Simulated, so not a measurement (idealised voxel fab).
Process module name: voxel lift off
Cross-section cut spans 295 nm and uses square cells 5 nm in size.
Just so we're on the same page, the cross-sections are grids of square cells, and they're listed out in bands top to bottom, each band one or more rows deep.
Top height, bottom height, nm. Materials left to right, width each, nm. Single material + "full width" = fills band edge to edge. "air" = empty.
Below 0: as-received wafer, all one material; heights counted from there. Lowest band: no bottom, goes on down, written "from 0 down".
Graded width ("30..40"): value in top row of band = first number; value in bottom row = second number; row-to-row change constant.
For the purposes of this document, the phrase "no alterations made" attached to a step denotes that no cell within the cross-section was modified by that step.
"Enclosed void listing" - sealed voids, min. 8 cells, no opening to top; format: width x height at distance (distance from left edge; nm throughout).
Whatever follows a step's settings on its line is a remark the simulator itself makes about that step.
overlay nm: for a step with a mask, the amount by which the mask lay right of where it was planned; a negative amount means left of it.
**Intended process steps**
| 1 | RECEIVE: material Si |
| 2 | CONFORMAL_DEP: material Al2O3, thk nm 15 |
| 3 | PATTERN: tone open, mask id LINES, material resist, width nm 30, pitch nm 55, thk nm 15, overlay nm -15 |
| 4 | DIRECTIONAL_DEP: material Ru, thk nm 5 |
| 5 | STRIP: etch materials resist |
| 6 | CONFORMAL_DEP: material SiO2, thk nm 10 |
Across this set of wafers, the varied parameter is the overlay nm of step 3. Starting conditions are identical for every wafer, and the plan reports the value assigned to the first wafer.
**Cross-section of the first of several wafers as received (after step 1)**
    from 0 down  Si full width
    Enclosed void listing: none
**So in this table every wafer gets its own row, and what you see is where it stands at the end of the module: for each material, how many cells it picked up (+) or gave up (-) since we received it, and after that its closed voids**
overlay nm -15, +177 Al2O3, +18 Ru, +130 SiO2, Enclosed void listing: none
overlay nm -10, +177 Al2O3, +18 Ru, +130 SiO2, Enclosed void listing: none
overlay nm -5, +177 Al2O3, +18 Ru, +130 SiO2, Enclosed void listing: none
overlay nm 0, +177 Al2O3, +18 Ru, +130 SiO2, Enclosed void listing: none
overlay nm 5, +177 Al2O3, +18 Ru, +130 SiO2, Enclosed void listing: none
overlay nm 10, +177 Al2O3, +18 Ru, +130 SiO2, Enclosed void listing: none
overlay nm 15, +177 Al2O3, +18 Ru, +130 SiO2, Enclosed void listing: none
